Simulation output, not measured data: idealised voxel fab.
process module | voxel self aligned vias
cross-section cut | 190 nm wide | cells 5 nm
A cross-section is a grid of square cells, given in bands from the top down. A band is one or more rows of cells.
Each band's line starts with the height of the band's top and of its bottom, in nm. Then come its materials from left to right, each with its width in nm. One material with "throughout" fills the band from edge to edge. "air" is empty space.
Height 0 is the level under which the wafer as received is all one material. The lowest band goes on downwards, as in "0 down".
A width such as "30 to 40" changes by the same amount from each row of cells to the next, from the band's top row to its bottom row.
"no change" after a step means that no cell of the cross-section changed.
closed voids: empty space of 8 cells or more with no open way to the top, each as width x height at its distance from the left edge, in nm
after a step's settings: what the simulator itself notes on the step
overlay nm, on a step with a mask: how far to the right of its planned place the mask lay; to the left if negative
plan
1 op RECEIVE | material Si
2 op CONFORMAL_DEP | material SiO2 | thk nm 10
3 op CONFORMAL_DEP | material SiCN | thk nm 5
4 op DIRECTIONAL_DEP | material lowk | thk nm 20
5 op PATTERN | tone open | mask id LINES | material resist | width nm 25 | pitch nm 65 | thk nm 20 | overlay nm 0
6 op DIRECTIONAL_ETCH | etch materials lowk | depth nm 20
7 op STRIP | etch materials resist
8 op CONFORMAL_DEP | material TiN | thk nm 5
9 op FILL_DEP | material Ru | thk nm 10
10 op CMP | height nm 35
11 op SELECTIVE_ETCH | etch materials W Ru TiN | depth nm 5
12 op FILL_DEP | material SiN | thk nm 5
13 op CMP | height nm 35
14 op DIRECTIONAL_DEP | material lowk | thk nm 20
15 op MASKED_ETCH | tone open | mask id VIAS | width nm 35 | etch materials lowk | depth nm 20 | overlay nm 0
16 op MASKED_ETCH | tone open | mask id VIAS | width nm 35 | etch materials SiN | depth nm 5 | overlay nm 0
17 op CONFORMAL_DEP | material TiN | thk nm 5
18 op FILL_DEP | material Ru | thk nm 5
19 op CMP | height nm 55
20 op CONFORMAL_DEP | material SiCN | thk nm 5
as received, after step 1
  0 down: Si throughout
  closed voids: none
a wafer at the end: this start, this plan, one mistake
  60 to 55: SiCN throughout
  55 to 35: lowk 45 | TiN 5 | lowk 25 | TiN 5 | lowk 110
  35 to 30: lowk 50 | SiN 25 | lowk 40 | SiN 25 | lowk 50
  30 to 20: lowk 50 | TiN 5 | Ru 15 | TiN 5 | lowk 40 | TiN 5 | Ru 15 | TiN 5 | lowk 50
  20 to 15: lowk 50 | TiN 25 | lowk 40 | TiN 25 | lowk 50
  15 to 10: SiCN throughout
  10 to 0: SiO2 throughout
  0 down: Si throughout
  closed voids: none
what went wrong: steps 14 and 15 were swapped
